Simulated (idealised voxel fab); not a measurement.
The process module that follows is named voxel gate over fins.
Xsec cut, 270 nm wide, square cell size 5 nm.
Cross-section = grid of square cells, listed top down in bands; band = one or more rows.
Look at the band entry: it leads with the top's height and the bottom's height in nm. Then it lists the materials left to right, with a width in nm for each. The word "everywhere" on a single material says that material fills the band edge to edge. The word "empty" is empty space.
Convention: height 0 is the level below which the wafer, as received, is all one material. The lowest band does not terminate at the bottom but continues downward, represented as "from 0 down".
Note: "30 to 40" means the width goes from the first number (top row of the band) to the second number (bottom row) in equal steps per row of cells.
The designation "all unchanged", where it is given for a processing step, indicates that no cell of the cross-section was altered in the course of that step.
Basically, "Enclosed internal cavities" tells you about the enclosed voids: empty spaces with no open way to the top, 8 cells or bigger, each written width x height at distance, where distance is from the left edge, all in nm.
Heads up: the bit after the settings on a step's line is the simulator's remark on that step.
If you see "overlay nm" on a step's line and that step has a mask, it's telling you how far right of where it was planned the mask ended up; a negative number means it went left instead.
Every pair from here on: before one process step, after it. The after cross-section reaches only to the lowest band that changed. Below the pair: the step in between and its settings. Pairs can belong to different runs of this module on the same starting wafer; a pair carries on from the pair above only if the entry headed "Prior state" says so.
Prior state
	from 15 to 10 | W everywhere
	from 10 to 5 | W 85 | TiN 25 | W 15 | TiN 25 | W 15 | TiN 25 | W 80
	from 5 to 0 | W 85 | TiN 5 | HfO2 15 | TiN 5 | W 15 | TiN 5 | HfO2 15 | TiN 5 | W 15 | TiN 5 | HfO2 15 | TiN 5 | W 80
	from 0 to -5 | TiN 90 | HfO2 5 | Si 5 | HfO2 5 | TiN 25 | HfO2 5 | Si 5 | HfO2 5 | TiN 25 | HfO2 5 | Si 5 | HfO2 5 | TiN 85
	from -5 to -10 | HfO2 95 | Si 5 | HfO2 35 | Si 5 | HfO2 35 | Si 5 | HfO2 90
	from -10 to -35 | SiO2 95 | Si 5 | SiO2 35 | Si 5 | SiO2 35 | Si 5 | SiO2 90
	from -35 down | Si everywhere
	Enclosed internal cavities: none
Sectional View, Post-Process
	from 20 to 15 | SiN everywhere
	Below 15 it's all the same as before, nothing changed down there.
	Enclosed internal cavities: none
Relating the two cross-sections above, the step in between is op CONFORMAL_DEP | material SiN | thk nm 5
Prior state
	from 5 to 0 | empty 85 | TiN 15 | empty 25 | TiN 15 | empty 25 | TiN 15 | empty 90
	from 0 to -5 | empty 85 | TiN 5 | Si 5 | TiN 5 | empty 25 | TiN 5 | Si 5 | TiN 5 | empty 25 | TiN 5 | Si 5 | TiN 5 | empty 90
	from -5 to -10 | TiN 90 | Si 5 | TiN 35 | Si 5 | TiN 35 | Si 5 | TiN 95
	from -10 to -35 | SiO2 90 | Si 5 | SiO2 35 | Si 5 | SiO2 35 | Si 5 | SiO2 95
	from -35 down | Si everywhere
	Enclosed internal cavities: none
Sectional View, Post-Process
	from 10 to 0 | empty 80 | TiN 25 | empty 15 | TiN 25 | empty 15 | TiN 25 | empty 85
	from 0 to -10 | TiN 90 | Si 5 | TiN 35 | Si 5 | TiN 35 | Si 5 | TiN 95
	Below -10 it's all the same as before, nothing changed down there.
	Enclosed internal cavities: none
Relating the two cross-sections above, the step in between is op CONFORMAL_DEP | material TiN | thk nm 5
Prior state: we pick up right where the pair above leaves off, with its after cross-section.
Sectional View, Post-Process
	from 20 to 10 | W everywhere
	from 10 to 0 | W 80 | TiN 25 | W 15 | TiN 25 | W 15 | TiN 25 | W 85
	Below 0 it's all the same as before, nothing changed down there.
	Enclosed internal cavities: none
Relating the two cross-sections above, the step in between is op FILL_DEP | material W | thk nm 10
Prior state: we pick up right where the pair above leaves off, with its after cross-section.
Sectional View, Post-Process
	from 15 to 10 | W everywhere
	Below 10 it's all the same as before, nothing changed down there.
	Enclosed internal cavities: none
Relating the two cross-sections above, the step in between is op CMP | height nm 15
Prior state: we pick up right where the pair above leaves off, with its after cross-section.
Sectional View, Post-Process
	from 20 to 15 | SiN everywhere
	Below 15 it's all the same as before, nothing changed down there.
	Enclosed internal cavities: none
Relating the two cross-sections above, the step in between is op CONFORMAL_DEP | material SiN | thk nm 5
Prior state
	from 5 to 0 | SiN everywhere
	from 0 down | Si everywhere
	Enclosed internal cavities: none
Sectional View, Post-Process
	from 20 to 5 | resist 85 | empty 15 | resist 25 | empty 15 | resist 25 | empty 15 | resist 90
	Below 5 it's all the same as before, nothing changed down there.
	Enclosed internal cavities: none
Relating the two cross-sections above, the step in between is op PATTERN | tone open | mask id FINS | material resist | width nm 15 | pitch nm 40 | thk nm 15 | overlay nm 0
Prior state: we pick up right where the pair above leaves off, with its after cross-section.
Sectional View, Post-Process
	from 20 to 5 | resist 85 | empty 15 | resist 25 | empty 15 | resist 25 | empty 15 | resist 90
	from 5 to 0 | SiN 85 | empty 15 | SiN 25 | empty 15 | SiN 25 | empty 15 | SiN 90
	Below 0 it's all the same as before, nothing changed down there.
	Enclosed internal cavities: none
Relating the two cross-sections above, the step in between is op DIRECTIONAL_ETCH | etch materials SiN | depth nm 5
Prior state: we pick up right where the pair above leaves off, with its after cross-section.
Sectional View, Post-Process
	from 20 to 5 | resist 85 | empty 15 | resist 25 | empty 15 | resist 25 | empty 15 | resist 90
	from 5 to 0 | SiN 85 | empty 15 | SiN 25 | empty 15 | SiN 25 | empty 15 | SiN 90
	from 0 to -30 | Si 85 | empty 15 | Si 25 | empty 15 | Si 25 | empty 15 | Si 90
	Below -30 it's all the same as before, nothing changed down there.
	Enclosed internal cavities: none
Relating the two cross-sections above, the step in between is op DIRECTIONAL_ETCH | etch materials Si | depth nm 30
Prior state: we pick up right where the pair above leaves off, with its after cross-section.
Sectional View, Post-Process
	from 5 to 0 | SiN 85 | empty 15 | SiN 25 | empty 15 | SiN 25 | empty 15 | SiN 90
	Below 0 it's all the same as before, nothing changed down there.
	Enclosed internal cavities: none
Relating the two cross-sections above, the step in between is op STRIP | etch materials resist
Prior state: we pick up right where the pair above leaves off, with its after cross-section.
Sectional View, Post-Process
	from 5 to 0 | SiN 85 | empty 15 | SiN 25 | empty 15 | SiN 25 | empty 15 | SiN 90
	from 0 to -30 | Si 80 | SiO2 5 | empty 15 | SiO2 5 | Si 15 | SiO2 5 | empty 15 | SiO2 5 | Si 15 | SiO2 5 | empty 15 | SiO2 5 | Si 85
	from -30 to -35 | Si 80 | SiO2 25 | Si 15 | SiO2 25 | Si 15 | SiO2 25 | Si 85
	Below -35 it's all the same as before, nothing changed down there.
	Enclosed internal cavities: none
Relating the two cross-sections above, the step in between is op OXIDIZE | depth nm 5
Prior state: we pick up right where the pair above leaves off, with its after cross-section.
Sectional View, Post-Process
	from 15 to 5 | SiO2 everywhere
	from 5 to 0 | SiN 85 | SiO2 15 | SiN 25 | SiO2 15 | SiN 25 | SiO2 15 | SiN 90
	from 0 to -35 | Si 80 | SiO2 25 | Si 15 | SiO2 25 | Si 15 | SiO2 25 | Si 85
	Below -35 it's all the same as before, nothing changed down there.
	Enclosed internal cavities: none
Relating the two cross-sections above, the step in between is op FILL_DEP | material SiO2 | thk nm 10
Prior state: we pick up right where the pair above leaves off, with its after cross-section.
Sectional View, Post-Process
	from 5 to 0 | SiN 85 | SiO2 15 | SiN 25 | SiO2 15 | SiN 25 | SiO2 15 | SiN 90
	Below 0 it's all the same as before, nothing changed down there.
	Enclosed internal cavities: none
Relating the two cross-sections above, the step in between is op CMP | height nm 5
Prior state: we pick up right where the pair above leaves off, with its after cross-section.
Sectional View, Post-Process
	from 5 to 0 | SiN 85 | empty 15 | SiN 25 | empty 15 | SiN 25 | empty 15 | SiN 90
	from 0 to -10 | Si 80 | empty 25 | Si 15 | empty 25 | Si 15 | empty 25 | Si 85
	Below -10 it's all the same as before, nothing changed down there.
	Enclosed internal cavities: none
Relating the two cross-sections above, the step in between is op SELECTIVE_ETCH | etch materials SiO2 | depth nm 15
Prior state: we pick up right where the pair above leaves off, with its after cross-section.
Sectional View, Post-Process
	from 0 to -10 | Si 80 | empty 25 | Si 15 | empty 25 | Si 15 | empty 25 | Si 85
	Below -10 it's all the same as before, nothing changed down there.
	Enclosed internal cavities: none
Relating the two cross-sections above, the step in between is op STRIP | etch materials SiN
Prior state: we pick up right where the pair above leaves off, with its after cross-section.
Sectional View, Post-Process
	from 5 to 0 | HfO2 85 | empty 15 | HfO2 25 | empty 15 | HfO2 25 | empty 15 | HfO2 90
	from 0 to -5 | Si 80 | HfO2 5 | empty 15 | HfO2 5 | Si 15 | HfO2 5 | empty 15 | HfO2 5 | Si 15 | HfO2 5 | empty 15 | HfO2 5 | Si 85
	from -5 to -10 | Si 80 | HfO2 25 | Si 15 | HfO2 25 | Si 15 | HfO2 25 | Si 85
	Below -10 it's all the same as before, nothing changed down there.
	Enclosed internal cavities: none
Relating the two cross-sections above, the step in between is op CONFORMAL_DEP | material HfO2 | thk nm 5
Prior state: we pick up right where the pair above leaves off, with its after cross-section.
Sectional View, Post-Process
	from 10 to 5 | TiN 90 | empty 5 | TiN 35 | empty 5 | TiN 35 | empty 5 | TiN 95
	from 5 to 0 | HfO2 85 | TiN 5 | empty 5 | TiN 5 | HfO2 25 | TiN 5 | empty 5 | TiN 5 | HfO2 25 | TiN 5 | empty 5 | TiN 5 | HfO2 90
	from 0 to -5 | Si 80 | HfO2 5 | TiN 15 | HfO2 5 | Si 15 | HfO2 5 | TiN 15 | HfO2 5 | Si 15 | HfO2 5 | TiN 15 | HfO2 5 | Si 85
	Below -5 it's all the same as before, nothing changed down there.
	Enclosed internal cavities: none
Relating the two cross-sections above, the step in between is op CONFORMAL_DEP | material TiN | thk nm 5
Prior state: we pick up right where the pair above leaves off, with its after cross-section.
Sectional View, Post-Process
	from 20 to 10 | W everywhere
	from 10 to 5 | TiN 90 | W 5 | TiN 35 | W 5 | TiN 35 | W 5 | TiN 95
	from 5 to 0 | HfO2 85 | TiN 5 | W 5 | TiN 5 | HfO2 25 | TiN 5 | W 5 | TiN 5 | HfO2 25 | TiN 5 | W 5 | TiN 5 | HfO2 90
	Below 0 it's all the same as before, nothing changed down there.
	Enclosed internal cavities: none
Relating the two cross-sections above, the step in between is op FILL_DEP | material W | thk nm 10
Prior state: we pick up right where the pair above leaves off, with its after cross-section.
Sectional View, Post-Process
	from 15 to 10 | W everywhere
	Below 10 it's all the same as before, nothing changed down there.
	Enclosed internal cavities: none
Relating the two cross-sections above, the step in between is op CMP | height nm 15
Prior state: we pick up right where the pair above leaves off, with its after cross-section.
Sectional View, Post-Process
	from 20 to 15 | SiN everywhere
	Below 15 it's all the same as before, nothing changed down there.
	Enclosed internal cavities: none
Relating the two cross-sections above, the step in between is op CONFORMAL_DEP | material SiN | thk nm 5
